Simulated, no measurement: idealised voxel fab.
process module | voxel spacer lines
cross-section cut | 280 nm wide | cells 5 nm
A cross-section is a grid of square cells, given in bands from the top down. A band is one or more rows of cells.
Each band's line starts with the height of the band's top and of its bottom, in nm. Then come its materials from left to right, each with its width in nm. One material with "throughout" fills the band from edge to edge. "air" is empty space.
Height 0 is the level under which the wafer as received is all one material. The lowest band goes on downwards, as in "0 down".
A width such as "30 to 40" changes by the same amount from each row of cells to the next, from the band's top row to its bottom row.
"no change" after a step means that no cell of the cross-section changed.
closed voids: empty space of 8 cells or more with no open way to the top, each as width x height at its distance from the left edge, in nm
after a step's settings: what the simulator itself notes on the step
overlay nm, on a step with a mask: how far to the right of its planned place the mask lay; to the left if negative
plan
1 op RECEIVE | material Si
2 op CONFORMAL_DEP | material Al2O3 | thk nm 5
3 op DIRECTIONAL_DEP | material SiN | thk nm 15
4 op DIRECTIONAL_DEP | material polySi | thk nm 25
5 op PATTERN | tone cover | mask id MANDREL | material resist | width nm 25 | pitch nm 70 | thk nm 30 | overlay nm 0
6 op DIRECTIONAL_ETCH | etch materials polySi | depth nm 25
7 op STRIP | etch materials resist
8 op CONFORMAL_DEP | material SiO2 | thk nm 10
9 op DIRECTIONAL_ETCH | etch materials SiO2 | depth nm 10
10 op STRIP | etch materials polySi
11 op DIRECTIONAL_ETCH | etch materials SiN | depth nm 15
12 op STRIP | etch materials SiO2
as received, after step 1
  0 down: Si throughout
  closed voids: none
first wafer at the end, as planned
  20 to 5: air 45 | SiN 10 | air 25 | SiN 10 | air 25 | SiN 10 | air 25 | SiN 10 | air 25 | SiN 10 | air 25 | SiN 10 | air 50
  5 to 0: Al2O3 throughout
  0 down: Si throughout
  closed voids: none
second wafer at the end: like start, like plan, one mistake
  20 to 5: air 45 | SiN 10 | air 30 | SiN 10 | air 20 | SiN 10 | air 30 | SiN 10 | air 20 | SiN 10 | air 30 | SiN 10 | air 45
  5 to 0: Al2O3 throughout
  0 down: Si throughout
  closed voids: none
what went wrong: step 5 ran as: op PATTERN | tone cover | mask id MANDREL | material resist | width nm 30 | pitch nm 70 | thk nm 30 | overlay nm 0
at the end the second wafer has, in cells: as many of each material as the first, in other places
